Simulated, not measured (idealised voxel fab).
Process module, titled voxel self aligned vias
Shown is cross-section cut, with a width of 235 nm and square cells of size 5 nm.
Cross-section = grid of square cells, listed top down in bands; band = one or more rows.
This entry defines a band. It first specifies the height of the band's top and the height of its bottom in nm, and then specifies the band's materials from left to right, stating each material with its width in nm. The word "full width" identifies a single material that fills the band from edge to edge, while the word "air" identifies empty space.
Heights are expressed relative to 0, this being the level below which the as-received wafer comprises one material exclusively. The lowest band is unbounded in the downward direction and is denoted as in "0 nm and below".
When a width is written as two numbers, as in "30..40", the first number is the width in the top row of cells of the band and the second is the width in its bottom row, and the width changes by the same amount from each row to the next.
Step note "nothing altered" = no cross-section cell changed.
Enclosed voids (no open way to top), threshold 8 cells or more, entry "Enclosed internal cavities", notation width x height at distance, distance from left edge, nm.
after a step's settings: what the simulator itself notes on the step
overlay nm: where the mask lay relative to plan, measured to the right, on steps with a mask; negatives go left.
-- Below is the list of planned process steps
- 1: op RECEIVE | material Si
- 2: op CONFORMAL_DEP | material SiO2 | thk nm 10
- 3: op CONFORMAL_DEP | material SiCN | thk nm 5
- 4: op DIRECTIONAL_DEP | material lowk | thk nm 30
- 5: op PATTERN | tone open | mask id LINES | material resist | width nm 25 | pitch nm 65 | thk nm 15 | overlay nm 0
- 6: op DIRECTIONAL_ETCH | etch materials lowk | depth nm 30
- 7: op STRIP | etch materials resist
- 8: op CONFORMAL_DEP | material TiN | thk nm 5
- 9: op FILL_DEP | material Ru | thk nm 5
- 10: op CMP | height nm 45
- 11: op SELECTIVE_ETCH | etch materials W Ru TiN | depth nm 5
- 12: op FILL_DEP | material SiN | thk nm 5
- 13: op CMP | height nm 45
- 14: op DIRECTIONAL_DEP | material lowk | thk nm 20
- 15: op MASKED_ETCH | tone open | mask id VIAS | width nm 35 | pitch nm 65 | etch materials lowk | depth nm 20 | overlay nm 0
- 16: op MASKED_ETCH | tone open | mask id VIAS | width nm 35 | pitch nm 65 | etch materials SiN | depth nm 5 | overlay nm 0
- 17: op CONFORMAL_DEP | material TiN | thk nm 5
- 18: op FILL_DEP | material W | thk nm 10
- 19: op CMP | height nm 65
- 20: op CONFORMAL_DEP | material SiN | thk nm 5
-- Cross-section: wafer on arrival = after step 1
- 0 nm and below: Si full width
- Enclosed internal cavities: none
-- Below is the wafer in cross-section after the module was completed. It began from the starting point shown above and followed the plan shown above, except that one mistake was made while running it
- 85 nm to 80 nm: SiN full width
- 80 nm to 70 nm: W full width
- 70 nm to 65 nm: TiN (40), then W (25), then TiN (40), then W (25), then TiN (40), then W (25), then TiN (40)
- 65 nm to 50 nm: lowk (35), then TiN (5), then W (25), then TiN (5), then lowk (30), then TiN (5), then W (25), then TiN (5), then lowk (30), then TiN (5), then W (25), then TiN (5), then lowk (35)
- 50 nm to 45 nm: lowk (35), then TiN (10), then W (15), then TiN (10), then lowk (30), then TiN (10), then W (15), then TiN (10), then lowk (30), then TiN (10), then W (15), then TiN (10), then lowk (35)
- 45 nm to 40 nm: lowk (40), then TiN (25), then lowk (40), then TiN (25), then lowk (40), then TiN (25), then lowk (40)
- 40 nm to 20 nm: lowk (40), then TiN (5), then Ru (15), then TiN (5), then lowk (40), then TiN (5), then Ru (15), then TiN (5), then lowk (40), then TiN (5), then Ru (15), then TiN (5), then lowk (40)
- 20 nm to 15 nm: lowk (40), then TiN (25), then lowk (40), then TiN (25), then lowk (40), then TiN (25), then lowk (40)
- 15 nm to 10 nm: SiCN full width
- 10 nm to 0 nm: SiO2 full width
- 0 nm and below: Si full width
- Enclosed internal cavities: none
In executing the process, a mistake was made relative to the plan: step 19 was left out
